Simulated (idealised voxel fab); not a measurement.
Process module heading - voxel gate over fins
Square cells of 5 nm make up the cross-section cut, whose width is 275 nm.
Each cross-section below is a grid of square cells, stated as bands in top-down order, with one or more rows of cells making up each band. A band entry consists of two parts. The first gives the height of the band's top and the height of its bottom, in nm. The rest lists the band's materials from left to right, each with its width in nm. A single material labelled with the word "everywhere" fills the band from edge to edge, and the word "empty" marks empty space. A quick word on heights: they are counted from 0, and under that level the wafer as it came to us is one material throughout. The lowest band is different from the rest in having no bottom; it simply continues downward, written as in "0 and below". You'd read "30 to 40" like this: the band's top row of cells is as wide as the first number, its bottom row is as wide as the second, and going down, every row changes width by the same amount as the row before did. It should be understood that the words "remained the same", when stated for a given step, signify that the cross-section underwent no change in any of its cells during that step. Look at "Voids, enclosed" for the closed voids: empty spaces with no open path to the top, sized 8 cells or up. Each is width x height at distance, distance from the left edge, all nm. Past the settings on a step's line: simulator remark, on that step. overlay nm, on a step with a mask: how far to the right of its planned place the mask lay; to the left if negative.

Planned step list for the process
| 1 | RECEIVE with material Si |
| 2 | CONFORMAL_DEP with material SiN, thk nm 10 |
| 3 | PATTERN with tone cover, mask id FINS, material resist, width nm 15, pitch nm 60, thk nm 15, overlay nm 0 |
| 4 | DIRECTIONAL_ETCH with etch materials SiN, depth nm 10 |
| 5 | DIRECTIONAL_ETCH with etch materials Si, depth nm 30 |
| 6 | STRIP with etch materials resist |
| 7 | OXIDIZE with depth nm 5 |
| 8 | FILL_DEP with material SiO2, thk nm 5 |
| 9 | CMP with height nm 10 |
| 10 | MASKED_ETCH with tone open, mask id RAIL, width nm 15, etch materials SiO2, depth nm 35, overlay nm 0 |
| 11 | CONFORMAL_DEP with material TiN, thk nm 5 |
| 12 | FILL_DEP with material W, thk nm 5 |
| 13 | CMP with height nm 10 |
| 14 | SELECTIVE_ETCH with etch materials W Ru TiN, depth nm 30 |
| 15 | FILL_DEP with material SiO2, thk nm 5 |
| 16 | CMP with height nm 10 |
| 17 | SELECTIVE_ETCH with etch materials SiO2, depth nm 25 |
| 18 | STRIP with etch materials SiN |
| 19 | CONFORMAL_DEP with material HfO2, thk nm 5 |
| 20 | CONFORMAL_DEP with material TiN, thk nm 5 |
| 21 | CONFORMAL_DEP with material TiAl, thk nm 5 |
| 22 | CONFORMAL_DEP with material TiN, thk nm 5 |
| 23 | FILL_DEP with material W, thk nm 15 |
| 24 | CMP with height nm 30 |
| 25 | CONFORMAL_DEP with material SiCN, thk nm 5 |
varied across the wafers: thk nm of step 20. The plan shows the first wafer's value. All wafers start alike

First wafer of several, as received: cross-section after step 1
* 0 and below  Si everywhere
* Voids, enclosed: none

The first of several wafers, seen in cross-section after the module's last step, step 25
* 35 down to 30  SiCN everywhere
* 30 down to 20  W everywhere
* 20 down to 15  W (55) | TiN (45) | W (15) | TiN (45) | W (15) | TiN (45) | W (55)
* 15 down to 10  W (55) | TiN (5) | TiAl (35) | TiN (5) | W (15) | TiN (5) | TiAl (35) | TiN (5) | W (15) | TiN (5) | TiAl (35) | TiN (5) | W (55)
* 10 down to 5  W (55) | TiN (5) | TiAl (5) | TiN (25) | TiAl (5) | TiN (5) | W (15) | TiN (5) | TiAl (5) | TiN (25) | TiAl (5) | TiN (5) | W (15) | TiN (5) | TiAl (5) | TiN (25) | TiAl (5) | TiN (5) | W (55)
* 5 down to 0  TiN (60) | TiAl (5) | TiN (5) | HfO2 (15) | TiN (5) | TiAl (5) | TiN (25) | TiAl (5) | TiN (5) | HfO2 (15) | TiN (5) | TiAl (5) | TiN (25) | TiAl (5) | TiN (5) | HfO2 (15) | TiN (5) | TiAl (5) | TiN (60)
* 0 down to -5  TiAl (65) | TiN (5) | HfO2 (5) | Si (5) | HfO2 (5) | TiN (5) | TiAl (35) | TiN (5) | HfO2 (5) | Si (5) | HfO2 (5) | TiN (5) | TiAl (35) | TiN (5) | HfO2 (5) | Si (5) | HfO2 (5) | TiN (5) | TiAl (65)
* -5 down to -10  TiN (70) | HfO2 (5) | Si (5) | HfO2 (5) | TiN (45) | HfO2 (5) | Si (5) | HfO2 (5) | TiN (45) | HfO2 (5) | Si (5) | HfO2 (5) | TiN (70)
* -10 down to -15  HfO2 (75) | Si (5) | HfO2 (55) | Si (5) | HfO2 (55) | Si (5) | HfO2 (75)
* -15 down to -20  SiO2 (75) | Si (5) | SiO2 (55) | Si (5) | SiO2 (55) | Si (5) | SiO2 (75)
* -20 down to -25  SiO2 (75) | Si (5) | SiO2 (20) | TiN (15) | SiO2 (20) | Si (5) | SiO2 (55) | Si (5) | SiO2 (75)
* -25 down to -35  SiO2 (75) | Si (5) | SiO2 (55) | Si (5) | SiO2 (55) | Si (5) | SiO2 (75)
* -35 and below  Si everywhere
* Voids, enclosed: none

Last wafer of the set, cross-sectioned at end of module
* 35 down to 30  SiCN everywhere
* 30 down to 25  W (40) | TiN (5) | TiAl (185) | TiN (5) | W (40)
* 25 down to 20  W (40) | TiN (5) | TiAl (5) | TiN (55) | TiAl (5) | TiN (55) | TiAl (5) | TiN (55) | TiAl (5) | TiN (5) | W (40)
* 20 down to 15  TiN (45) | TiAl (5) | TiN (55) | TiAl (5) | TiN (55) | TiAl (5) | TiN (55) | TiAl (5) | TiN (45)
* 15 down to 10  TiAl (50) | TiN (55) | TiAl (5) | TiN (55) | TiAl (5) | TiN (55) | TiAl (50)
* 10 down to 5  TiN everywhere
* 5 down to 0  TiN (70) | HfO2 (15) | TiN (45) | HfO2 (15) | TiN (45) | HfO2 (15) | TiN (70)
* 0 down to -10  TiN (70) | HfO2 (5) | Si (5) | HfO2 (5) | TiN (45) | HfO2 (5) | Si (5) | HfO2 (5) | TiN (45) | HfO2 (5) | Si (5) | HfO2 (5) | TiN (70)
* -10 down to -15  HfO2 (75) | Si (5) | HfO2 (55) | Si (5) | HfO2 (55) | Si (5) | HfO2 (75)
* -15 down to -20  SiO2 (75) | Si (5) | SiO2 (55) | Si (5) | SiO2 (55) | Si (5) | SiO2 (75)
* -20 down to -25  SiO2 (75) | Si (5) | SiO2 (20) | TiN (15) | SiO2 (20) | Si (5) | SiO2 (55) | Si (5) | SiO2 (75)
* -25 down to -35  SiO2 (75) | Si (5) | SiO2 (55) | Si (5) | SiO2 (55) | Si (5) | SiO2 (75)
* -35 and below  Si everywhere
* Voids, enclosed: none

Per wafer (row), end of module: delta in cells per material since receipt, (+) for gained, (-) for lost; closed voids after that
thk nm 5 | +73 HfO2 | -364 Si | +55 SiCN | +205 SiO2 | +73 TiAl | +149 TiN | +194 W | Voids, enclosed: none
thk nm 10 | +73 HfO2 | -364 Si | +55 SiCN | +205 SiO2 | +73 TiAl | +222 TiN | +121 W | Voids, enclosed: none
thk nm 15 | +73 HfO2 | -364 Si | +55 SiCN | +205 SiO2 | +73 TiAl | +289 TiN | +54 W | Voids, enclosed: none
thk nm 20 | +73 HfO2 | -364 Si | +55 SiCN | +205 SiO2 | +67 TiAl | +317 TiN | +32 W | Voids, enclosed: none
